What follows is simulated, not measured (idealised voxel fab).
voxel air gaps: a process module
Section cut is 285 nm wide and gridded with 5 nm square cells.
If you're reading a cross-section in this doc, picture square cells in a grid; it comes to you as bands, top ones listed first down to the bottom, and a band can be one or more rows of cells.
What a band's entry tells you: where the top is and where the bottom is, as heights in nm, and after that what lies inside, material by material from left to right, each with its width in nm. Empty space is written as the word "empty", and a single material marked with the word "all across" occupies the band from edge to edge.
A quick word on heights: they are counted from 0, and under that level the wafer as it came to us is one material throughout. The lowest band is different from the rest in having no bottom; it simply continues downward, written as in "0 nm and below".
The width entry "30 to 40" should be interpreted row by row: the top row of cells in the band takes the first number, the bottom row takes the second number, and the change between adjacent rows is uniform throughout.
Where the words "no change occurred" appear for a step, the cross-section shows no cell changed by that step; every cell remained as before.
The list in "Closed void listing" covers empty spaces of 8 cells or more that cannot reach the top through any open way, and it gives each as width x height at distance; the distance is from the left edge, and width, height and distance are in nm.
Past the settings on a step's line: simulator remark, on that step.
Among the settings permitted on a step's line is "overlay nm"; applied to a step with a mask, it specifies the extent to which the mask lay to the right of its planned position, whereas a negative figure signifies a position to the left.

Set out below are the planned steps of the process
1) RECEIVE [material Si]
2) CONFORMAL_DEP [material SiO2] [thk nm 10]
3) CONFORMAL_DEP [material SiN] [thk nm 5]
4) DIRECTIONAL_DEP [material SiO2] [thk nm 40]
5) DIRECTIONAL_DEP [material aC] [thk nm 10]
6) PATTERN [tone open] [mask id LINES] [material resist] [width nm 25] [pitch nm 50] [thk nm 30] [overlay nm 0]
7) DIRECTIONAL_ETCH [etch materials aC] [depth nm 10]
8) STRIP [etch materials resist]
9) DIRECTIONAL_ETCH [etch materials SiO2] [depth nm 40]
10) STRIP [etch materials aC]
11) CONFORMAL_DEP [material TiN] [thk nm 5]
12) FILL_DEP [material W] [thk nm 10]
13) CMP [height nm 55]
14) EPI [material Ru] [thk nm 10]
15) SELECTIVE_ETCH [etch materials SiO2] [depth nm 50]
16) CONFORMAL_DEP [material SiN] [thk nm 5]

Shown in cross-section is the wafer as received, that is, as it stands after step 1
  0 nm and below | Si all across
  Closed void listing: none

First of two wafers: cross-section at end of module, run per plan
  70 nm to 65 nm | empty 65 nm / SiN 155 nm / empty 65 nm
  65 nm to 55 nm | empty 65 nm / SiN 5 nm / Ru 45 nm / SiN 5 nm / Ru 45 nm / SiN 5 nm / Ru 45 nm / SiN 5 nm / empty 65 nm
  55 nm to 50 nm | empty 65 nm / SiN 15 nm / TiN 5 nm / W 15 nm / TiN 5 nm / SiN 25 nm / TiN 5 nm / W 15 nm / TiN 5 nm / SiN 25 nm / TiN 5 nm / W 15 nm / TiN 5 nm / SiN 15 nm / empty 65 nm
  50 nm to 20 nm | empty 75 nm / SiN 5 nm / TiN 5 nm / W 15 nm / TiN 5 nm / SiN 5 nm / empty 15 nm / SiN 5 nm / TiN 5 nm / W 15 nm / TiN 5 nm / SiN 5 nm / empty 15 nm / SiN 5 nm / TiN 5 nm / W 15 nm / TiN 5 nm / SiN 5 nm / empty 75 nm
  20 nm to 15 nm | SiN 80 nm / TiN 25 nm / SiN 25 nm / TiN 25 nm / SiN 25 nm / TiN 25 nm / SiN 80 nm
  15 nm to 10 nm | SiN all across
  10 nm to 0 nm | SiO2 all across
  0 nm and below | Si all across
  Closed void listing: 15 x 30 at 110; 15 x 30 at 160

Here is the second of the two wafers cut open at the end of the module - same start, same plan as the first one, but we made one mistake running it
  60 nm to 50 nm | SiN all across
  50 nm to 0 nm | SiO2 all across
  0 nm and below | Si all across
  Closed void listing: none
Processing error: it was found that steps 3 and 4 of the process plan had been performed in exchanged positions
Count the cells at the end and the second wafer has more or fewer of some materials than the first: Ru -54; SiN -76; SiO2 +456; TiN -57; W -63
On completion, 0 closed voids are found in the second wafer, whereas the first wafer has 2.
